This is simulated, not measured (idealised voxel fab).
The process module presented herein is designated voxel gate over fins.
FYI the section here is cut, 295 nm wide, cells are 5 nm squares.
We lay out every cross-section as a grid of square cells and spell it out in bands from the top down, where one band means one or more rows of cells. A band entry consists of two parts. The first gives the height of the band's top and the height of its bottom, in nm. The rest lists the band's materials from left to right, each with its width in nm. A single material labelled with the word "everywhere" fills the band from edge to edge, and the word "empty" marks empty space. Heights are reckoned from 0. Under this level, the received wafer is all of one material. The bottommost band is open-ended downward, for example "top 0, no bottom". Quick explanation for "30..40": the width changes in equal steps down the rows of cells, from the first number in the band's top row to the second number in its bottom row. Given "all unchanged" for a step, no cell of the cross-section differs between before and after that step. The label "Enclosed void list" introduces a list of the empty spaces, 8 cells or larger, that have no open way up to the top; each entry in it reads width x height at distance, where the distance is taken from the left edge and all three are stated in nm. Post-settings text on a step line: simulator's own remark regarding the step. You can add "overlay nm" to a step's line. For a step with a mask, it describes how far the mask lay to the right of its planned position, and a negative number describes a lay to the left.

**So here's the lineup of process steps we planned**
1) RECEIVE,material Si
2) CONFORMAL_DEP,material SiN,thk nm 10
3) MASKED_ETCH,tone cover,mask id FINS,width nm 15,pitch nm 55,etch materials SiN,depth nm 10,overlay nm 0
4) MASKED_ETCH,tone cover,mask id FINS,width nm 15,pitch nm 55,etch materials Si,depth nm 30,overlay nm 0
5) OXIDIZE,depth nm 5
6) FILL_DEP,material SiO2,thk nm 5
7) CMP,height nm 10
8) MASKED_ETCH,tone open,mask id RAIL,width nm 15,etch materials SiO2,depth nm 35,overlay nm 0
9) CONFORMAL_DEP,material TiN,thk nm 5
10) FILL_DEP,material W,thk nm 10
11) CMP,height nm 10
12) SELECTIVE_ETCH,etch materials W Ru TiN,depth nm 30
13) FILL_DEP,material SiO2,thk nm 5
14) CMP,height nm 10
15) SELECTIVE_ETCH,etch materials SiO2,depth nm 25
16) STRIP,etch materials SiN
17) CONFORMAL_DEP,material HfO2,thk nm 5
18) CONFORMAL_DEP,material TiN,thk nm 5
19) FILL_DEP,material W,thk nm 10
20) CMP,height nm 15
21) CONFORMAL_DEP,material SiN,thk nm 5

**Wafer as received: cross-section following step 1**
  top 0, no bottom  Si everywhere
  Enclosed void list: none

**Final cross-section, module run with one mistake (start and plan as above)**
  top 20, bottom 15  SiN everywhere
  top 15, bottom 10  W: 125, TiN: 5, HfO2: 25, TiN: 5, W: 135
  top 10, bottom 5  W: 105, TiN: 25, HfO2: 5, TiN: 5, HfO2: 5, TiN: 5, HfO2: 5, TiN: 30, W: 110
  top 5, bottom 0  W: 105, TiN: 5, HfO2: 15, TiN: 5, HfO2: 5, TiN: 5, HfO2: 5, TiN: 5, HfO2: 5, TiN: 10, HfO2: 15, TiN: 5, W: 110
  top 0, bottom -5  W: 105, TiN: 5, HfO2: 5, Si: 5, HfO2: 5, TiN: 5, HfO2: 5, TiN: 5, HfO2: 5, TiN: 5, HfO2: 5, TiN: 10, HfO2: 5, Si: 5, HfO2: 5, TiN: 5, W: 110
  top -5, bottom -10  TiN: 110, HfO2: 5, Si: 5, HfO2: 5, TiN: 5, HfO2: 5, TiN: 5, HfO2: 5, TiN: 5, HfO2: 5, TiN: 10, HfO2: 5, Si: 5, HfO2: 5, TiN: 115
  top -10, bottom -15  HfO2: 115, Si: 5, HfO2: 15, TiN: 5, HfO2: 5, TiN: 5, HfO2: 20, Si: 5, HfO2: 120
  top -15, bottom -20  SiO2: 115, Si: 5, SiO2: 15, TiN: 5, SiO2: 5, TiN: 5, SiO2: 20, Si: 5, SiO2: 120
  top -20, bottom -25  SiO2: 115, Si: 5, SiO2: 15, TiN: 15, SiO2: 20, Si: 5, SiO2: 120
  top -25, bottom -35  SiO2: 115, Si: 5, SiO2: 50, Si: 5, SiO2: 120
  top -35, no bottom  Si everywhere
  Enclosed void list: none
Deviation noted in wafer processing: it should be noted that step 12 was executed with settings other than those planned, the operation and settings actually applied being SELECTIVE_ETCH,etch materials W,depth nm 30
